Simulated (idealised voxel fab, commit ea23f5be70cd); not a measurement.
process module | voxel ribs on slabs
cross-section cut | 225 nm wide | cells 5 nm
A cross-section is a grid of square cells, given in bands from the top down. A band is one or more rows of cells.
Each band's line starts with the height of the band's top and of its bottom, in nm. Then come its materials from left to right, each with its width in nm. One material with "throughout" fills the band from edge to edge. "air" is empty space.
Height 0 is the level under which the wafer as received is all one material. The lowest band goes on downwards, as in "0 down".
A width such as "30 to 40" changes by the same amount from each row of cells to the next, from the band's top row to its bottom row.
"no change" after a step means that no cell of the cross-section changed.
closed voids: empty space of 8 cells or more with no open way to the top, each as width x height at its distance from the left edge, in nm
after a step's settings: what the simulator itself notes on the step
overlay nm, on a step with a mask: how far to the right of its planned place the mask lay; to the left if negative
plan
1 op RECEIVE | material Si
2 op DIRECTIONAL_DEP | material SiO2 | thk nm 25
3 op DIRECTIONAL_DEP | material SiN | thk nm 15
4 op DIRECTIONAL_DEP | material aC | thk nm 15
5 op PATTERN | tone cover | mask id RIB | material resist | width nm 15 | thk nm 35 | overlay nm 0
6 op DIRECTIONAL_ETCH | etch materials aC | depth nm 15
7 op STRIP | etch materials resist
8 op DIRECTIONAL_ETCH | etch materials SiN | depth nm 10
9 op STRIP | etch materials aC
10 op MASKED_ETCH | tone cover | mask id SLAB | width nm 55 | etch materials SiN | depth nm 5 | overlay nm 0
11 op FILL_DEP | material SiO2 | thk nm 20
12 op CMP | height nm 55
13 op DIRECTIONAL_DEP | material TiN | thk nm 5
14 op PATTERN | tone cover | mask id HEATER | material resist | width nm 25 | thk nm 20 | overlay nm 0
15 op DIRECTIONAL_ETCH | etch materials TiN | depth nm 5
16 op STRIP | etch materials resist
17 op CONFORMAL_DEP | material SiN | thk nm 10
varied across the wafers: thk nm of step 13. The plan shows the first wafer's value. All wafers start alike
first wafer as received, after step 1
  0 down: Si throughout
  closed voids: none
each wafer at the end: cells of each material gained (+) or lost (-) since it was received, then its closed voids
thk nm 5 | +111 SiN | +478 SiO2 | +5 TiN | closed voids: none
thk nm 10 | +111 SiN | +478 SiO2 | +50 TiN | closed voids: none
thk nm 15 | +111 SiN | +478 SiO2 | +95 TiN | closed voids: none
thk nm 20 | +111 SiN | +478 SiO2 | +140 TiN | closed voids: none
